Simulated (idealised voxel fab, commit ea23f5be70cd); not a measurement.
Documented hereafter: the process module known as voxel local oxidation.
Pictured: cross-section cut, 175 nm wide, on a grid of 5 nm square cells.
How to read a cross-section here: the picture is a grid of square cells, written as bands going from the top down, and any band can span one or more rows of cells. Heights first: top, then bottom, in nm. Then materials, left to right, each with a width in nm. "everywhere" on a single material: fills the band edge to edge. "blank": empty space. All heights in this document are referenced to 0, defined as the level beneath which the wafer, as received, consists entirely of one material. The lowest band is not bounded below; it extends indefinitely downward and is written in the form "top 0, no bottom". The width entry "30->40" should be interpreted row by row: the top row of cells in the band takes the first number, the bottom row takes the second number, and the change between adjacent rows is uniform throughout. Given "left unchanged" for a step, no cell of the cross-section differs between before and after that step. "Unvented voids": empty spaces of 8 cells or more with no open way to the top, each given as width x height at distance, distance from the left edge, all in nm. On a step's line, text after the settings is the simulator commenting on that step. For masked steps, "overlay nm" on the step line gives how far right of plan the mask actually lay; a minus sign means it lay to the left.
# Process steps (planned)
1. RECEIVE | material Si
2. CONFORMAL_DEP | material SiO2 | thk nm 5
3. CONFORMAL_DEP | material SiN | thk nm 15
4. MASKED_ETCH | tone cover | mask id ACTIVE | width nm 90 | etch materials SiN | depth nm 15 | overlay nm 0
5. SELECTIVE_ETCH | etch materials SiO2 | depth nm 5
6. OXIDIZE | depth nm 15
7. STRIP | etch materials SiN
# as received, after step 1
* top 0, no bottom = Si everywhere
* Unvented voids: none
# Cross-sectional image of the first of two wafers at the end of the module, the run having proceeded as planned
* top 5, bottom 0 = blank: 45  SiO2: 80  blank: 50
* top 0, bottom -15 = SiO2: 60  Si: 50  SiO2: 65
* top -15, no bottom = Si everywhere
* Unvented voids: none
# Second wafer through the module, sectioned at the end: same beginning and same plan as the first wafer, with one mistake in carrying it out
* top 0, bottom -15 = SiO2 everywhere
* top -15, no bottom = Si everywhere
* Unvented voids: none
Which mistake was made when the wafer was run? the plan's step 3 was left out and never carried out
Wrapping up, a cell-based count of both wafers puts the second over or under the first for these materials: -30 Si | +14 SiO2
